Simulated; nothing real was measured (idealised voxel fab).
The process module that follows is named voxel wiring stack.
165 nm wide, 5 nm square cells: that's cross-section cut.
We lay out every cross-section as a grid of square cells and spell it out in bands from the top down, where one band means one or more rows of cells.
First you get the band's top height and its bottom height, in nm, and then the materials it's made of, left to right, with each width in nm. If you see a single material with "edge to edge", that one covers the band edge to edge. "air" is empty space.
Height datum 0, below which the as-received substrate wafer is one material. Lowest band open at the bottom, running downward: "0 nm and below".
Think of "30->40" as a width that walks from the first number to the second as you go down the band, top row to bottom row, taking equal-sized steps from row to row.
Where the words "changes: none" appear for a step, the cross-section shows no cell changed by that step; every cell remained as before.
Entry "Enclosed voids" = empty spaces >= 8 cells with no open way to the top; each as width x height at distance, distance from left edge, all nm.
If you see something after the settings on a step's line, that's the simulator's own remark about that step.
A step's line can hold "overlay nm"; with a mask on that step, the setting says how far right of the planned place the mask lay, while a negative setting says it lay to the left.

## This section lists the process steps that were planned
| 1 | RECEIVE [material Si] |
| 2 | CONFORMAL_DEP [material SiO2] [thk nm 10] |
| 3 | DIRECTIONAL_DEP [material TiN] [thk nm 5] |
| 4 | DIRECTIONAL_DEP [material W] [thk nm 25] |
| 5 | PATTERN [tone cover] [mask id METAL_1] [material resist] [width nm 20] [pitch nm 40] [thk nm 15] [overlay nm 0] |
| 6 | DIRECTIONAL_ETCH [etch materials W] [depth nm 25] |
| 7 | DIRECTIONAL_ETCH [etch materials TiN] [depth nm 5] |
| 8 | STRIP [etch materials resist] |
| 9 | CONFORMAL_DEP [material SiCN] [thk nm 5] |
| 10 | FILL_DEP [material lowk] [thk nm 10] |
| 11 | CMP [height nm 40] |
| 12 | CONFORMAL_DEP [material SiCN] [thk nm 5] |
| 13 | DIRECTIONAL_DEP [material SiO2] [thk nm 20] |
| 14 | DIRECTIONAL_DEP [material aC] [thk nm 10] |
| 15 | PATTERN [tone open] [mask id PLUG_1] [material resist] [width nm 15] [pitch nm 40] [thk nm 25] [overlay nm 0] |
| 16 | DIRECTIONAL_ETCH [etch materials aC] [depth nm 10] |
| 17 | STRIP [etch materials resist] |
| 18 | DIRECTIONAL_ETCH [etch materials SiO2] [depth nm 20] |
| 19 | DIRECTIONAL_ETCH [etch materials SiCN] [depth nm 5] |
| 20 | STRIP [etch materials aC] |
| 21 | CONFORMAL_DEP [material TiN] [thk nm 5] |
| 22 | FILL_DEP [material Cu] [thk nm 10] |
| 23 | CMP [height nm 65] |
| 24 | DIRECTIONAL_DEP [material TiN] [thk nm 5] |
| 25 | DIRECTIONAL_DEP [material Ru] [thk nm 15] |
| 26 | PATTERN [tone cover] [mask id METAL_2] [material resist] [width nm 20] [pitch nm 40] [thk nm 20] [overlay nm 0] |
| 27 | DIRECTIONAL_ETCH [etch materials Ru] [depth nm 15] |
| 28 | DIRECTIONAL_ETCH [etch materials TiN] [depth nm 5] |
| 29 | STRIP [etch materials resist] |
| 30 | FILL_DEP [material lowk] [thk nm 10] |
| 31 | CMP [height nm 85] |
| 32 | CONFORMAL_DEP [material SiCN] [thk nm 5] |
| 33 | DIRECTIONAL_DEP [material lowk] [thk nm 20] |
| 34 | PATTERN [tone open] [mask id PLUG_2] [material resist] [width nm 15] [pitch nm 40] [thk nm 15] [overlay nm 0] |
| 35 | DIRECTIONAL_ETCH [etch materials lowk] [depth nm 20] |
| 36 | DIRECTIONAL_ETCH [etch materials SiCN] [depth nm 5] |
| 37 | STRIP [etch materials resist] |
| 38 | EPI [material Ru] [thk nm 10] |
| 39 | EPI [material Ru] [thk nm 10] |
| 40 | EPI [material Ru] [thk nm 5] |
| 41 | DIRECTIONAL_DEP [material TiN] [thk nm 5] |
| 42 | DIRECTIONAL_DEP [material Ru] [thk nm 15] |
| 43 | DIRECTIONAL_DEP [material aC] [thk nm 10] |
| 44 | PATTERN [tone cover] [mask id METAL_3] [material resist] [width nm 20] [pitch nm 40] [thk nm 25] [overlay nm 0] |
| 45 | DIRECTIONAL_ETCH [etch materials aC] [depth nm 10] |
| 46 | STRIP [etch materials resist] |
| 47 | DIRECTIONAL_ETCH [etch materials Ru] [depth nm 15] |
| 48 | DIRECTIONAL_ETCH [etch materials TiN] [depth nm 5] |
| 49 | STRIP [etch materials aC] |
| 50 | CONFORMAL_DEP [material SiN] [thk nm 5] |
| 51 | FILL_DEP [material SiO2] [thk nm 10] |
| 52 | CMP [height nm 130] |
| 53 | CONFORMAL_DEP [material SiCN] [thk nm 5] |
| 54 | DIRECTIONAL_DEP [material lowk] [thk nm 20] |
| 55 | MASKED_ETCH [tone open] [mask id PLUG_3] [width nm 15] [pitch nm 40] [etch materials lowk] [depth nm 20] [overlay nm 0] |
| 56 | MASKED_ETCH [tone open] [mask id PLUG_3] [width nm 15] [pitch nm 40] [etch materials SiCN] [depth nm 5] [overlay nm 0] |
| 57 | EPI [material Ru] [thk nm 10] |
| 58 | EPI [material Ru] [thk nm 10] |
| 59 | EPI [material Ru] [thk nm 5] |
| 60 | DIRECTIONAL_DEP [material TiN] [thk nm 5] |
| 61 | DIRECTIONAL_DEP [material W] [thk nm 15] |
| 62 | MASKED_ETCH [tone cover] [mask id METAL_4] [width nm 20] [pitch nm 40] [etch materials W] [depth nm 15] [overlay nm 0] |
| 63 | MASKED_ETCH [tone cover] [mask id METAL_4] [width nm 20] [pitch nm 40] [etch materials TiN] [depth nm 5] [overlay nm 0] |
| 64 | FILL_DEP [material SiO2] [thk nm 10] |
| 65 | CMP [height nm 175] |
| 66 | CONFORMAL_DEP [material SiCN] [thk nm 5] |

## Delivered wafer in cross-section: state after step 1
* 0 nm and below | Si edge to edge
* Enclosed voids: none

## What the wafer looks like in cross-section after this module, when it starts as shown above and follows the plan above but one mistake is made in running it
* 180 nm to 175 nm | aC edge to edge
* 175 nm to 160 nm | SiO2 (30), then W (20), then SiO2 (20), then W (20), then SiO2 (20), then W (20), then SiO2 (35)
* 160 nm to 155 nm | SiO2 (30), then TiN (20), then SiO2 (20), then TiN (20), then SiO2 (20), then TiN (20), then SiO2 (35)
* 155 nm to 135 nm | lowk (30), then Ru (15), then lowk (25), then Ru (15), then lowk (25), then Ru (15), then lowk (40)
* 135 nm to 130 nm | SiCN (30), then Ru (15), then SiCN (25), then Ru (15), then SiCN (25), then Ru (15), then SiCN (40)
* 130 nm to 115 nm | SiO2 (25), then SiN (5), then Ru (20), then SiN (5), then SiO2 (10), then SiN (5), then Ru (20), then SiN (5), then SiO2 (10), then SiN (5), then Ru (20), then SiN (5), then SiO2 (30)
* 115 nm to 110 nm | SiN (30), then TiN (20), then SiN (20), then TiN (20), then SiN (20), then TiN (20), then SiN (35)
* 110 nm to 90 nm | lowk (30), then Ru (15), then lowk (25), then Ru (15), then lowk (25), then Ru (15), then lowk (40)
* 90 nm to 85 nm | SiCN (30), then Ru (15), then SiCN (25), then Ru (15), then SiCN (25), then Ru (15), then SiCN (40)
* 85 nm to 70 nm | lowk (30), then Ru (20), then lowk (20), then Ru (20), then lowk (20), then Ru (20), then lowk (35)
* 70 nm to 65 nm | lowk (30), then TiN (20), then lowk (20), then TiN (20), then lowk (20), then TiN (20), then lowk (35)
* 65 nm to 45 nm | SiO2 (30), then TiN (5), then Cu (5), then TiN (5), then SiO2 (25), then TiN (5), then Cu (5), then TiN (5), then SiO2 (25), then TiN (5), then Cu (5), then TiN (5), then SiO2 (40)
* 45 nm to 40 nm | SiCN (30), then TiN (15), then SiCN (25), then TiN (15), then SiCN (25), then TiN (15), then SiCN (40)
* 40 nm to 15 nm | lowk (25), then SiCN (5), then W (20), then SiCN (5), then lowk (10), then SiCN (5), then W (20), then SiCN (5), then lowk (10), then SiCN (5), then W (20), then SiCN (5), then lowk (30)
* 15 nm to 10 nm | SiCN (30), then TiN (20), then SiCN (20), then TiN (20), then SiCN (20), then TiN (20), then SiCN (35)
* 10 nm to 0 nm | SiO2 edge to edge
* 0 nm and below | Si edge to edge
* Enclosed voids: none
The plan and the run diverged here: step 66 was not run as planned; what actually ran was CONFORMAL_DEP [material aC] [thk nm 5]
